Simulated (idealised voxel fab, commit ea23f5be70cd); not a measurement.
The process module presented herein is designated voxel ribs on slabs.
Shown is cross-section cut, with a width of 270 nm and square cells of size 5 nm.
Cross-section spec: square-cell grid; bands listed top down; each band is one or more rows.
The band entry comprises the height of the band's top followed by the height of its bottom, expressed in nm, and subsequently the band's materials from left to right, each stated together with its width in nm. Where a single material is marked with the word "throughout", that material fills the band from edge to edge. The word "empty" represents empty space.
Height datum 0, below which the as-received substrate wafer is one material. Lowest band open at the bottom, running downward: "0 and below".
Width: "30->40" (first number = top row, second number = bottom row, same change from row to row of cells).
When a step is marked "changes: none", none of the cells in the cross-section changed during that step.
"Enclosed void inventory" means: voids of 8 cells or more that are shut off from the top with no open way through. Written width x height at distance, distance from the left edge, in nm.
after a step's settings: what the simulator itself notes on the step
overlay nm: how far to the right of its planned place the mask lay on this masked step (negative: to the left).

## Process steps (planned)
1: RECEIVE (material Si)
2: DIRECTIONAL_DEP (material SiO2; thk nm 25)
3: DIRECTIONAL_DEP (material polySi; thk nm 25)
4: DIRECTIONAL_DEP (material aC; thk nm 15)
5: PATTERN (tone cover; mask id RIB; material resist; width nm 20; thk nm 30; overlay nm 0)
6: DIRECTIONAL_ETCH (etch materials aC; depth nm 15)
7: STRIP (etch materials resist)
8: DIRECTIONAL_ETCH (etch materials polySi; depth nm 15)
9: STRIP (etch materials aC)
10: MASKED_ETCH (tone cover; mask id SLAB; width nm 70; etch materials polySi; depth nm 10; overlay nm 0)
11: FILL_DEP (material SiO2; thk nm 30)
12: CMP (height nm 70)
13: DIRECTIONAL_DEP (material TiN; thk nm 10)
14: MASKED_ETCH (tone cover; mask id HEATER; width nm 30; etch materials TiN; depth nm 10; overlay nm 0)
15: CONFORMAL_DEP (material SiO2; thk nm 10)

## As received (post step 1): cross-section
* 0 and below  Si throughout
* Enclosed void inventory: none

## Cross-section taken at module completion on the first of two wafers; processed per the plan
* 90 down to 80  110 of empty  50 of SiO2  110 of empty
* 80 down to 70  120 of SiO2  30 of TiN  120 of SiO2
* 70 down to 50  SiO2 throughout
* 50 down to 35  125 of SiO2  20 of polySi  125 of SiO2
* 35 down to 25  100 of SiO2  70 of polySi  100 of SiO2
* 25 down to 0  SiO2 throughout
* 0 and below  Si throughout
* Enclosed void inventory: none

## Here's the second of our two wafers sectioned at module end. Same start as the first, same plan, but one mistake got made running it
* 90 down to 80  110 of empty  50 of SiO2  110 of empty
* 80 down to 70  120 of SiO2  30 of TiN  120 of SiO2
* 70 down to 50  SiO2 throughout
* 50 down to 40  100 of SiO2  70 of polySi  100 of SiO2
* 40 down to 25  aC throughout
* 25 down to 0  SiO2 throughout
* 0 and below  Si throughout
* Enclosed void inventory: none
Here's what went sideways: mixed up steps 3 and 4 - ran each in the other's place
In the final state, the cell counts of the second wafer exceed or fall short of those of the first for the following materials: -150 SiO2, +162 aC, -12 polySi
